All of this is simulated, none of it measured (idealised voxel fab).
A process module follows: voxel quadruple lines.
Xsec cut, 260 nm wide, square cell size 5 nm.
Just so we're on the same page, the cross-sections are grids of square cells, and they're listed out in bands top to bottom, each band one or more rows deep.
It is stipulated that each band's entry specify, in nanometres, the height of the top of the band and then that of its bottom, followed by the materials of the band in left-to-right sequence, each together with its width in nanometres. A single material marked by the word "full width" is understood to fill the band from edge to edge; the word "air" is understood to denote empty space.
A quick word on heights: they are counted from 0, and under that level the wafer as it came to us is one material throughout. The lowest band is different from the rest in having no bottom; it simply continues downward, written as in "0 and below".
A width such as "30 to 40" changes by the same amount from each row of cells to the next, from the band's top row to its bottom row.
It should be understood that the words "same as before", when stated for a given step, signify that the cross-section underwent no change in any of its cells during that step.
Reported under the label "Entrapped void list" are the empty spaces having no open way to the top and comprising 8 cells or more; the notation for each is width x height at distance, in which the distance is measured from the left edge and all three values are in nm.
Heads up: the bit after the settings on a step's line is the simulator's remark on that step.
The setting "overlay nm" may be written on the line of a step. When the step uses a mask, the value reports how far to the right of the planned place the mask lay, and a negative value reports that it lay to the left.

Listed below are the process steps as planned:
1: op RECEIVE | material Si
2: op CONFORMAL_DEP | material SiO2 | thk nm 5
3: op DIRECTIONAL_DEP | material Ru | thk nm 10
4: op DIRECTIONAL_DEP | material polySi | thk nm 15
5: op DIRECTIONAL_DEP | material aC | thk nm 20
6: op PATTERN | tone cover | mask id MANDREL | material resist | width nm 35 | thk nm 25 | overlay nm 0
7: op DIRECTIONAL_ETCH | etch materials aC | depth nm 20
8: op STRIP | etch materials resist
9: op CONFORMAL_DEP | material SiO2 | thk nm 15
10: op DIRECTIONAL_ETCH | etch materials SiO2 | depth nm 15
11: op STRIP | etch materials aC
12: op DIRECTIONAL_ETCH | etch materials polySi | depth nm 15
13: op STRIP | etch materials SiO2
14: op CONFORMAL_DEP | material SiCN | thk nm 10
15: op DIRECTIONAL_ETCH | etch materials SiCN | depth nm 10
16: op STRIP | etch materials polySi
17: op DIRECTIONAL_ETCH | etch materials Ru | depth nm 10
18: op STRIP | etch materials SiCN

Incoming wafer, cross-sectional view, post step 1:
- 0 and below: Si full width
- Entrapped void list: none

As-planned run: cross-section of the first of two wafers at end of module:
- 15 down to 5: air 85 / Ru 10 / air 15 / Ru 10 / air 15 / Ru 10 / air 15 / Ru 10 / air 90
- 5 down to 0: SiO2 full width
- 0 and below: Si full width
- Entrapped void list: none

Cross-section, wafer two of two, end of module: same start and plan as wafer one, one error in execution:
- 20 down to 10: air 85 / Ru 10 / air 15 / Ru 10 / air 15 / Ru 10 / air 15 / Ru 10 / air 90
- 10 down to 5: Ru full width
- 5 down to 0: SiO2 full width
- 0 and below: Si full width
- Entrapped void list: none
Nonconformance to the process plan: step 3 ran as: op DIRECTIONAL_DEP | material Ru | thk nm 15
Bottom line after processing is that, in cells, the second wafer is up or down on some materials versus the first: Ru: 52 more
